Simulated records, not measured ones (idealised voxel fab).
process module | voxel tone inversion
cross-section cut | 235 nm wide | cells 5 nm
A cross-section is a grid of square cells, given in bands from the top down. A band is one or more rows of cells.
Each band's line starts with the height of the band's top and of its bottom, in nm. Then come its materials from left to right, each with its width in nm. One material with "throughout" fills the band from edge to edge. "air" is empty space.
Height 0 is the level under which the wafer as received is all one material. The lowest band goes on downwards, as in "0 down".
A width such as "30 to 40" changes by the same amount from each row of cells to the next, from the band's top row to its bottom row.
"no change" after a step means that no cell of the cross-section changed.
closed voids: empty space of 8 cells or more with no open way to the top, each as width x height at its distance from the left edge, in nm
after a step's settings: what the simulator itself notes on the step
overlay nm, on a step with a mask: how far to the right of its planned place the mask lay; to the left if negative
plan
1 op RECEIVE | material Si
2 op CONFORMAL_DEP | material SiCN | thk nm 5
3 op DIRECTIONAL_DEP | material aC | thk nm 20
4 op PATTERN | tone cover | mask id POSTS | material resist | width nm 20 | pitch nm 40 | thk nm 30 | overlay nm -15
5 op DIRECTIONAL_ETCH | etch materials aC | depth nm 20
6 op STRIP | etch materials resist
7 op FILL_DEP | material SiO2 | thk nm 10
8 op CMP | height nm 25
9 op STRIP | etch materials aC
10 op CONFORMAL_DEP | material TiN | thk nm 5
11 op FILL_DEP | material Ru | thk nm 10
12 op CMP | height nm 25
13 op CONFORMAL_DEP | material SiCN | thk nm 5
varied across the wafers: overlay nm of step 4. The plan shows the first wafer's value. All wafers start alike
first wafer as received, after step 1
  0 down: Si throughout
  closed voids: none
each wafer at the end: cells of each material gained (+) or lost (-) since it was received, then its closed voids
overlay nm -15 | +12 Ru | +94 SiCN | +156 SiO2 | +20 TiN | closed voids: none
overlay nm -10 | +12 Ru | +94 SiCN | +156 SiO2 | +20 TiN | closed voids: none
overlay nm -5 | +12 Ru | +94 SiCN | +156 SiO2 | +20 TiN | closed voids: none
overlay nm 0 | +12 Ru | +94 SiCN | +156 SiO2 | +20 TiN | closed voids: none
overlay nm 5 | +12 Ru | +94 SiCN | +156 SiO2 | +20 TiN | closed voids: none
overlay nm 10 | +12 Ru | +94 SiCN | +156 SiO2 | +20 TiN | closed voids: none
overlay nm 15 | +12 Ru | +94 SiCN | +156 SiO2 | +20 TiN | closed voids: none
